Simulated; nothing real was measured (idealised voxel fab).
You're looking at the process module voxel lift off.
Each square cell in cross-section cut measures 5 nm, and the section as a whole is 280 nm wide.
Cross-section format: a grid of square cells, given as bands from top to bottom; each band is one or more rows of cells. A band entry consists of two parts. The first gives the height of the band's top and the height of its bottom, in nm. The rest lists the band's materials from left to right, each with its width in nm. A single material labelled with the word "everywhere" fills the band from edge to edge, and the word "air" marks empty space. Height datum 0, below which the as-received substrate wafer is one material. Lowest band open at the bottom, running downward: "0 down". The width entry "30..40" should be interpreted row by row: the top row of cells in the band takes the first number, the bottom row takes the second number, and the change between adjacent rows is uniform throughout. Take "nothing changed" at face value: in the step it is given for, the cross-section changed in none of its cells. The label "Completely sealed voids" introduces a list of the empty spaces, 8 cells or larger, that have no open way up to the top; each entry in it reads width x height at distance, where the distance is taken from the left edge and all three are stated in nm. after a step's settings: what the simulator itself notes on the step. When a step includes a mask, the "overlay nm" setting on its line states how far to the right of its planned place that mask lay, and negative values state how far to the left.

**Listed below are the process steps as planned**
step 1: RECEIVE,material Si
step 2: CONFORMAL_DEP,material SiN,thk nm 10
step 3: PATTERN,tone open,mask id LINES,material resist,width nm 15,pitch nm 35,thk nm 25,overlay nm 0
step 4: DIRECTIONAL_DEP,material Ru,thk nm 10
step 5: STRIP,etch materials resist
step 6: CONFORMAL_DEP,material SiO2,thk nm 5

**Concerning the first of two wafers, which was run in accordance with the plan**

**Cross-section of the wafer as it came to us, i.e., already through step 1**
- 0 down  Si everywhere
- Completely sealed voids: none

**After step 2, in cross-section**
- 10 to 0  SiN everywhere
- below 0: unchanged

**After step 3, in cross-section**
- 35 to 10  80 resist, 15 air, 20 resist, 15 air, 20 resist, 15 air, 20 resist, 15 air, 80 resist
- below 10: unchanged

**After step 4, in cross-section**
- 45 to 35  80 Ru, 15 air, 20 Ru, 15 air, 20 Ru, 15 air, 20 Ru, 15 air, 80 Ru
- 35 to 20  80 resist, 15 air, 20 resist, 15 air, 20 resist, 15 air, 20 resist, 15 air, 80 resist
- 20 to 10  80 resist, 15 Ru, 20 resist, 15 Ru, 20 resist, 15 Ru, 20 resist, 15 Ru, 80 resist
- below 10: unchanged

**After step 5, in cross-section**
- 20 to 10  80 air, 15 Ru, 20 air, 15 Ru, 20 air, 15 Ru, 20 air, 15 Ru, 80 air
- below 10: unchanged

**After step 6, in cross-section**
- 25 to 20  75 air, 25 SiO2, 10 air, 25 SiO2, 10 air, 25 SiO2, 10 air, 25 SiO2, 75 air
- 20 to 15  75 air, 5 SiO2, 15 Ru, 5 SiO2, 10 air, 5 SiO2, 15 Ru, 5 SiO2, 10 air, 5 SiO2, 15 Ru, 5 SiO2, 10 air, 5 SiO2, 15 Ru, 5 SiO2, 75 air
- 15 to 10  80 SiO2, 15 Ru, 20 SiO2, 15 Ru, 20 SiO2, 15 Ru, 20 SiO2, 15 Ru, 80 SiO2
- below 10: unchanged

**Wafer two of two - same starting point, same process plan, one mistake in execution; matches wafer one up to and including step 2**

**X-section, second wafer, when step 3 was due to finish**
- 35 to 10  80 resist, 20 air, 15 resist, 20 air, 15 resist, 20 air, 15 resist, 20 air, 75 resist
- below 10: unchanged

**X-section, second wafer, when step 4 was due to finish**
- 45 to 35  80 Ru, 20 air, 15 Ru, 20 air, 15 Ru, 20 air, 15 Ru, 20 air, 75 Ru
- 35 to 20  80 resist, 20 air, 15 resist, 20 air, 15 resist, 20 air, 15 resist, 20 air, 75 resist
- 20 to 10  80 resist, 20 Ru, 15 resist, 20 Ru, 15 resist, 20 Ru, 15 resist, 20 Ru, 75 resist
- below 10: unchanged

**X-section, second wafer, when step 5 was due to finish**
- 20 to 10  80 air, 20 Ru, 15 air, 20 Ru, 15 air, 20 Ru, 15 air, 20 Ru, 75 air
- below 10: unchanged

**X-section, second wafer, when step 6 was due to finish**
- 25 to 20  75 air, 30 SiO2, 5 air, 30 SiO2, 5 air, 30 SiO2, 5 air, 30 SiO2, 70 air
- 20 to 15  75 air, 5 SiO2, 20 Ru, 5 SiO2, 5 air, 5 SiO2, 20 Ru, 5 SiO2, 5 air, 5 SiO2, 20 Ru, 5 SiO2, 5 air, 5 SiO2, 20 Ru, 5 SiO2, 70 air
- 15 to 10  80 SiO2, 20 Ru, 15 SiO2, 20 Ru, 15 SiO2, 20 Ru, 15 SiO2, 20 Ru, 75 SiO2
- below 10: unchanged
Deviation noted in wafer processing: step 3 was not run as planned; what actually ran was PATTERN,tone open,mask id LINES,material resist,width nm 20,pitch nm 35,thk nm 25,overlay nm 0
Final difference in cells, second wafer against first, listed per material as more or fewer: Ru +8
